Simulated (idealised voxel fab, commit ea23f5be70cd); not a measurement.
process module | voxel air gaps
cross-section cut | 155 nm wide | cells 5 nm
A cross-section is a grid of square cells, given in bands from the top down. A band is one or more rows of cells.
Each band's line starts with the height of the band's top and of its bottom, in nm. Then come its materials from left to right, each with its width in nm. One material with "throughout" fills the band from edge to edge. "air" is empty space.
Height 0 is the level under which the wafer as received is all one material. The lowest band goes on downwards, as in "0 down".
A width such as "30 to 40" changes by the same amount from each row of cells to the next, from the band's top row to its bottom row.
"no change" after a step means that no cell of the cross-section changed.
closed voids: empty space of 8 cells or more with no open way to the top, each as width x height at its distance from the left edge, in nm
after a step's settings: what the simulator itself notes on the step
overlay nm, on a step with a mask: how far to the right of its planned place the mask lay; to the left if negative
plan
1 op RECEIVE | material Si
2 op CONFORMAL_DEP | material SiO2 | thk nm 10
3 op CONFORMAL_DEP | material SiCN | thk nm 5
4 op DIRECTIONAL_DEP | material lowk | thk nm 30
5 op DIRECTIONAL_DEP | material aC | thk nm 10
6 op PATTERN | tone open | mask id LINES | material resist | width nm 20 | pitch nm 45 | thk nm 25 | overlay nm 0
7 op DIRECTIONAL_ETCH | etch materials aC | depth nm 10
8 op STRIP | etch materials resist
9 op DIRECTIONAL_ETCH | etch materials lowk | depth nm 30
10 op STRIP | etch materials aC
11 op CONFORMAL_DEP | material TiN | thk nm 5
12 op FILL_DEP | material Cu | thk nm 5
13 op CMP | height nm 45
14 op EPI | material Ru | thk nm 10
15 op SELECTIVE_ETCH | etch materials lowk | depth nm 40
16 op CONFORMAL_DEP | material SiCN | thk nm 5
as received, after step 1
  0 down: Si throughout
  closed voids: none
a wafer at the end: this start, this plan, one mistake
  60 to 55: air 10 | SiCN 140 | air 5
  55 to 45: air 10 | SiCN 5 | Ru 40 | SiCN 5 | Ru 40 | SiCN 5 | Ru 40 | SiCN 5 | air 5
  45 to 40: air 10 | SiCN 15 | TiN 5 | Cu 10 | TiN 5 | SiCN 25 | TiN 5 | Cu 10 | TiN 5 | SiCN 25 | TiN 5 | Cu 10 | TiN 5 | SiCN 15 | air 5
  40 to 20: air 20 | SiCN 5 | TiN 5 | Cu 10 | TiN 5 | SiCN 5 | air 15 | SiCN 5 | TiN 5 | Cu 10 | TiN 5 | SiCN 5 | air 15 | SiCN 5 | TiN 5 | Cu 10 | TiN 5 | SiCN 5 | air 15
  20 to 15: SiCN 25 | TiN 20 | SiCN 25 | TiN 20 | SiCN 25 | TiN 20 | SiCN 20
  15 to 10: SiCN throughout
  10 to 0: SiO2 throughout
  0 down: Si throughout
  closed voids: 15 x 20 at 50; 15 x 20 at 95
what went wrong: step 6 ran as: op PATTERN | tone open | mask id LINES | material resist | width nm 20 | pitch nm 45 | thk nm 25 | overlay nm 5
